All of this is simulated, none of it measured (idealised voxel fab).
Presented below is a process module, voxel double patterning.
It is cross-section cut that appears here, measuring 255 nm in width, its square cells being 5 nm in size.
This document writes a cross-section as a grid whose cells are square, and gives it as bands, listed from the top down; one or more rows of cells form a band.
Within each band entry, the heights of the top and of the bottom of the band appear first, in that order and in nm; the materials of the band then follow from left to right, each with its corresponding width in nm. The designation "all across" on a single material indicates that it fills the band from edge to edge; the designation "air" indicates empty space.
Heads up on the height convention: 0 is the point under which the incoming wafer is all one material, and the lowest band has no bottom, it just keeps going down, like "0 -> down".
Per-row width for "30 to 40": begins at first number (top row of band), ends at second number (bottom row), increment between rows held constant.
Where the words "identical to before" appear for a step, the cross-section shows no cell changed by that step; every cell remained as before.
So "Voids, enclosed" is basically the list of trapped voids: any empty space of 8 cells or more that can't reach the top through an opening. They're written width x height at distance, the distance being from the left edge, and it's all nm.
If you see something after the settings on a step's line, that's the simulator's own remark about that step.
overlay nm: on a step with a mask, how far right of its planned place the mask lay; negative means left.
[The planned process steps are enumerated hereunder]
1,RECEIVE, material Si
2,CONFORMAL_DEP, material SiO2, thk nm 5
3,DIRECTIONAL_DEP, material TiN, thk nm 10
4,DIRECTIONAL_DEP, material SiCN, thk nm 5
5,PATTERN, tone open, mask id FIRST, material resist, width nm 15, pitch nm 50, thk nm 15, overlay nm 0
6,DIRECTIONAL_ETCH, etch materials SiCN, depth nm 5
7,STRIP, etch materials resist
8,MASKED_ETCH, tone open, mask id SECOND, width nm 15, etch materials SiCN, depth nm 5, overlay nm 0
9,DIRECTIONAL_ETCH, etch materials TiN, depth nm 10
10,STRIP, etch materials SiCN
[Cross-sectional view of the wafer in its as-received condition, corresponding to the state after step 1]
* 0 -> down = Si all across
* Voids, enclosed: none
[Cross-section, first of two wafers, end of module, run as planned]
* 15 -> 5 = 95 TiN, 15 air, 10 TiN, 15 air, 10 TiN, 15 air, 95 TiN
* 5 -> 0 = SiO2 all across
* 0 -> down = Si all across
* Voids, enclosed: none
[The second wafer, shown in cross-section after the module: started the same way as the first and given the same plan, yet one mistake crept into how it was run]
* 10 -> 0 = 95 TiN, 15 air, 10 TiN, 15 air, 10 TiN, 15 air, 95 TiN
* 0 -> down = Si all across
* Voids, enclosed: none
What was the processing mistake? step 2 of the plan: omitted, not performed
Wafer comparison, final, in cells, second relative to first, materials more or fewer: SiO2: 51 fewer
